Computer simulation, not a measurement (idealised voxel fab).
The name of this process module is voxel capacitor over wiring.
The figure presents cross-section cut, which has a width of 265 nm and is divided into square cells with an edge length of 5 nm.
Square cells in a grid make up a cross-section in this document, and the grid is given as bands, listed from the top down, each one or more rows of cells. Heights first: top, then bottom, in nm. Then materials, left to right, each with a width in nm. "all across" on a single material: fills the band edge to edge. "blank": empty space. Ref level 0: as-received wafer is one material below here. Bottom band extends down with no lower bound ("z 0 and below"). Read "30->40" as a graded width: first number on top, second number at the bottom, same change between each pair of neighbouring rows. Basically "everything unchanged" means that step didn't change any cell in the cross-section. This entry, "Trapped void list", enumerates those empty regions of no fewer than 8 cells that possess no open connection to the top. Each region is reported in the form width x height at distance, the distance being taken from the left edge, with all three quantities expressed in nm. If you see something after the settings on a step's line, that's the simulator's own remark about that step. Among the settings permitted on a step's line is "overlay nm"; applied to a step with a mask, it specifies the extent to which the mask lay to the right of its planned position, whereas a negative figure signifies a position to the left.
# The steps planned for the process are as follows
| 1 | RECEIVE (material Si) |
| 2 | CONFORMAL_DEP (material SiO2; thk nm 10) |
| 3 | DIRECTIONAL_DEP (material TiN; thk nm 5) |
| 4 | DIRECTIONAL_DEP (material W; thk nm 25) |
| 5 | DIRECTIONAL_DEP (material aC; thk nm 10) |
| 6 | PATTERN (tone cover; mask id METAL_1; material resist; width nm 20; pitch nm 80; thk nm 25; overlay nm 0) |
| 7 | DIRECTIONAL_ETCH (etch materials aC; depth nm 10) |
| 8 | STRIP (etch materials resist) |
| 9 | DIRECTIONAL_ETCH (etch materials W; depth nm 25) |
| 10 | DIRECTIONAL_ETCH (etch materials TiN; depth nm 5) |
| 11 | STRIP (etch materials aC) |
| 12 | CONFORMAL_DEP (material SiCN; thk nm 5) |
| 13 | FILL_DEP (material SiO2; thk nm 10) |
| 14 | CMP (height nm 40) |
| 15 | CONFORMAL_DEP (material SiCN; thk nm 5) |
| 16 | DIRECTIONAL_DEP (material SiO2; thk nm 20) |
| 17 | PATTERN (tone open; mask id PLUG_1; material resist; width nm 15; thk nm 20; overlay nm 0) |
| 18 | DIRECTIONAL_ETCH (etch materials SiO2; depth nm 20) |
| 19 | DIRECTIONAL_ETCH (etch materials SiCN; depth nm 5) |
| 20 | STRIP (etch materials resist) |
| 21 | EPI (material Ru; thk nm 10) |
| 22 | EPI (material Ru; thk nm 10) |
| 23 | EPI (material Ru; thk nm 5) |
| 24 | DIRECTIONAL_DEP (material TiN; thk nm 10) |
| 25 | DIRECTIONAL_DEP (material Al2O3; thk nm 5) |
| 26 | DIRECTIONAL_DEP (material TiN; thk nm 10) |
| 27 | MASKED_ETCH (tone cover; mask id UPPER_PLATE; width nm 65; etch materials TiN; depth nm 10; overlay nm 0) |
| 28 | MASKED_ETCH (tone cover; mask id UPPER_PLATE; width nm 65; etch materials Al2O3; depth nm 5; overlay nm 0) |
| 29 | PATTERN (tone cover; mask id LOWER_PLATE; material resist; width nm 75; thk nm 20; overlay nm 0) |
| 30 | DIRECTIONAL_ETCH (etch materials TiN; depth nm 10) |
| 31 | STRIP (etch materials resist) |
| 32 | FILL_DEP (material SiO2; thk nm 20) |
| 33 | CMP (height nm 105) |
| 34 | MASKED_ETCH (tone open; mask id PLUG_2; width nm 15; etch materials SiO2; depth nm 15; overlay nm 0) |
| 35 | CONFORMAL_DEP (material TiN; thk nm 5) |
| 36 | FILL_DEP (material Ru; thk nm 10) |
| 37 | CMP (height nm 105) |
| 38 | CONFORMAL_DEP (material SiN; thk nm 5) |
# Wafer as received: cross-section following step 1
    z 0 and below: Si all across
    Trapped void list: none
# First of two wafers at the end of the module, shown in cross-section; run carried out as planned
    z 110 to 105: SiN all across
    z 105 to 95: SiO2 95; TiN 5; Ru 5; TiN 5; SiO2 155
    z 95 to 90: SiO2 95; TiN 15; SiO2 155
    z 90 to 80: SiO2 85; TiN 65; SiO2 115
    z 80 to 75: SiO2 85; Al2O3 65; SiO2 115
    z 75 to 65: SiO2 80; TiN 75; SiO2 110
    z 65 to 45: SiO2 85; Ru 15; SiO2 165
    z 45 to 40: SiCN 85; Ru 15; SiCN 165
    z 40 to 15: SiO2 75; SiCN 5; W 20; SiCN 5; SiO2 50; SiCN 5; W 20; SiCN 5; SiO2 80
    z 15 to 10: SiCN 80; TiN 20; SiCN 60; TiN 20; SiCN 85
    z 10 to 0: SiO2 all across
    z 0 and below: Si all across
    Trapped void list: none
# End-of-module cross-section of the second wafer: identical starting point and process plan to the first, with one processing mistake
    z 110 to 105: SiN all across
    z 105 to 100: SiO2 95; TiN 5; Ru 5; TiN 5; SiO2 155
    z 100 to 95: SiO2 95; TiN 15; SiO2 155
    z 95 to 90: SiO2 85; TiN 5; SiO2 5; TiN 55; SiO2 115
    z 90 to 85: SiO2 85; TiN 65; SiO2 115
    z 85 to 80: SiO2 85; Al2O3 5; TiN 5; Al2O3 55; SiO2 115
    z 80 to 75: Ru 90; Al2O3 5; Ru 170
    z 75 to 70: TiN 85; Ru 15; TiN 165
    z 70 to 65: TiN all across
    z 65 to 60: SiO2 85; TiN 15; SiO2 165
    z 60 to 45: SiO2 85; Ru 15; SiO2 165
    z 45 to 40: SiCN 85; Ru 15; SiCN 165
    z 40 to 15: SiO2 75; SiCN 5; W 20; SiCN 5; SiO2 50; SiCN 5; W 20; SiCN 5; SiO2 80
    z 15 to 10: SiCN 80; TiN 20; SiCN 60; TiN 20; SiCN 85
    z 10 to 0: SiO2 all across
    z 0 and below: Si all across
    Trapped void list: none
It is concluded that the wafer was processed incorrectly with respect to the plan, in that plan vs actual: 23 and 24 interchanged
Materials where the second wafer ends with more or fewer cells than the first: 51 more of Ru, 125 fewer of SiO2, 74 more of TiN
